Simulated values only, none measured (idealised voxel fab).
The process module presented herein is designated voxel self aligned vias.
We display cut, a cross-section 210 nm in width whose square cells are each 5 nm.
Cross-section, as written here: a square-cell grid given band by band from the top down, where a band holds one or more rows of cells. For a band, the entry starts with two heights in nm, that of the top and then that of the bottom, and carries on with the band's materials in order from left to right, each alongside its width in nm; the word "throughout" beside a single material means it fills the band edge to edge, and "blank" means empty space. Heights are expressed relative to 0, this being the level below which the as-received wafer comprises one material exclusively. The lowest band is unbounded in the downward direction and is denoted as in "0 down". Graded width ("30 to 40"): value in top row of band = first number; value in bottom row = second number; row-to-row change constant. For the purposes of this document, the phrase "all unchanged" attached to a step denotes that no cell within the cross-section was modified by that step. For the entry "Fully closed voids", the listed items are empty spaces with no open way to the top whose size is 8 cells or more; each item follows the pattern width x height at distance, where distance is from the left edge and all three are in nm. Read whatever lies past the settings on a step's line as the simulator's own remark about the step. overlay nm, on a step with a mask: how far to the right of its planned place the mask lay; to the left if negative.
**Listed below are the process steps as planned**
1) RECEIVE,material Si
2) CONFORMAL_DEP,material SiO2,thk nm 10
3) CONFORMAL_DEP,material SiCN,thk nm 5
4) DIRECTIONAL_DEP,material lowk,thk nm 20
5) PATTERN,tone open,mask id LINES,material resist,width nm 30,pitch nm 55,thk nm 15,overlay nm 0
6) DIRECTIONAL_ETCH,etch materials lowk,depth nm 20
7) STRIP,etch materials resist
8) CONFORMAL_DEP,material TiN,thk nm 5
9) FILL_DEP,material Ru,thk nm 10
10) CMP,height nm 35
11) SELECTIVE_ETCH,etch materials W Ru TiN,depth nm 5
12) FILL_DEP,material SiN,thk nm 5
13) CMP,height nm 35
14) DIRECTIONAL_DEP,material lowk,thk nm 20
15) MASKED_ETCH,tone open,mask id VIAS,width nm 40,etch materials lowk,depth nm 20,overlay nm 0
16) MASKED_ETCH,tone open,mask id VIAS,width nm 40,etch materials SiN,depth nm 5,overlay nm 0
17) CONFORMAL_DEP,material TiN,thk nm 5
18) FILL_DEP,material W,thk nm 10
19) CMP,height nm 55
20) CONFORMAL_DEP,material SiN,thk nm 5
**Delivered wafer in cross-section: state after step 1**
0 down | Si throughout
Fully closed voids: none
**Starting wafer: above. Plan: above. Run: one mistake. Cross-section after the module: below**
60 to 55 | SiN throughout
55 to 35 | lowk (55), TiN (5), lowk (30), TiN (5), lowk (115)
35 to 30 | lowk (60), SiN (30), lowk (25), SiN (30), lowk (65)
30 to 20 | lowk (60), TiN (5), Ru (20), TiN (5), lowk (25), TiN (5), Ru (20), TiN (5), lowk (65)
20 to 15 | lowk (60), TiN (30), lowk (25), TiN (30), lowk (65)
15 to 10 | SiCN throughout
10 to 0 | SiO2 throughout
0 down | Si throughout
Fully closed voids: none
Finding, execution versus plan: plan vs actual: 14 and 15 interchanged
